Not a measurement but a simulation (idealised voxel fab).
You're looking at the process module voxel wiring stack.
Displayed cross-section: cut, width of 255 nm, square cells sized 5 nm.
Notation: cross-section as square-cell grid; stated in bands, top first, going down; one or more cell rows per band. This entry defines a band. It first specifies the height of the band's top and the height of its bottom in nm, and then specifies the band's materials from left to right, stating each material with its width in nm. The word "edge to edge" identifies a single material that fills the band from edge to edge, while the word "air" identifies empty space. For the purposes of this specification, 0 denotes the height below which the wafer in its as-received condition is composed wholly of one material, and the lowermost band, lacking a lower limit, extends downward without end, as expressed in "z 0 and below". You'd read "30..40" like this: the band's top row of cells is as wide as the first number, its bottom row is as wide as the second, and going down, every row changes width by the same amount as the row before did. A step reported as "nothing got changed" is a step in which no cell of the cross-section changed. "Closed cavity list" means: voids of 8 cells or more that are shut off from the top with no open way through. Written width x height at distance, distance from the left edge, in nm. What comes after the settings on a step's line is commentary from the simulator itself on that step. "overlay nm", when on a step's line for a step with a mask, measures how far to the right of its planned place the mask lay; a negative measure means to the left.

List of planned process steps
- 1: RECEIVE,material Si
- 2: CONFORMAL_DEP,material SiO2,thk nm 10
- 3: DIRECTIONAL_DEP,material TiN,thk nm 5
- 4: DIRECTIONAL_DEP,material Ru,thk nm 25
- 5: PATTERN,tone cover,mask id METAL_1,material resist,width nm 25,pitch nm 45,thk nm 20,overlay nm 0
- 6: DIRECTIONAL_ETCH,etch materials Ru,depth nm 25
- 7: DIRECTIONAL_ETCH,etch materials TiN,depth nm 5
- 8: STRIP,etch materials resist
- 9: CONFORMAL_DEP,material SiN,thk nm 5
- 10: FILL_DEP,material lowk,thk nm 5
- 11: CMP,height nm 40
- 12: CONFORMAL_DEP,material SiCN,thk nm 5
- 13: DIRECTIONAL_DEP,material lowk,thk nm 25
- 14: PATTERN,tone open,mask id METAL_2,material resist,width nm 25,pitch nm 45,thk nm 20,overlay nm 0
- 15: DIRECTIONAL_ETCH,etch materials lowk,depth nm 15
- 16: STRIP,etch materials resist
- 17: PATTERN,tone open,mask id METAL_2_HOLES,material resist,width nm 15,pitch nm 45,thk nm 20,overlay nm -15
- 18: DIRECTIONAL_ETCH,etch materials lowk,depth nm 10
- 19: DIRECTIONAL_ETCH,etch materials SiCN,depth nm 5
- 20: STRIP,etch materials resist
- 21: CONFORMAL_DEP,material TiN,thk nm 5
- 22: FILL_DEP,material Cu,thk nm 5
- 23: CMP,height nm 70
- 24: CONFORMAL_DEP,material SiN,thk nm 5
Every wafer here starts from the same state; it is the step 17 overlay nm that distinguishes them, and the value the plan gives belongs to the first wafer.

Received condition of the first of several wafers, sectioned: post-step 1
	z 0 and below | Si edge to edge
	Closed cavity list: none

Below: a row per wafer. Contents at end of module: for every material, cells gained since receipt (+) or lost since receipt (-); then closed voids
overlay nm -15, +36 Cu, +100 Ru, +51 SiCN, +122 SiN, +102 SiO2, +68 TiN, +286 lowk, Closed cavity list: none
overlay nm -10, +32 Cu, +100 Ru, +47 SiCN, +122 SiN, +102 SiO2, +76 TiN, +286 lowk, Closed cavity list: none
overlay nm -5, +28 Cu, +100 Ru, +43 SiCN, +122 SiN, +102 SiO2, +84 TiN, +286 lowk, Closed cavity list: none
overlay nm 0, +36 Cu, +100 Ru, +39 SiCN, +122 SiN, +102 SiO2, +80 TiN, +286 lowk, Closed cavity list: none
overlay nm 5, +36 Cu, +100 Ru, +39 SiCN, +122 SiN, +102 SiO2, +80 TiN, +286 lowk, Closed cavity list: none
overlay nm 10, +36 Cu, +100 Ru, +39 SiCN, +122 SiN, +102 SiO2, +80 TiN, +286 lowk, Closed cavity list: none
overlay nm 15, +28 Cu, +100 Ru, +43 SiCN, +122 SiN, +102 SiO2, +84 TiN, +286 lowk, Closed cavity list: none
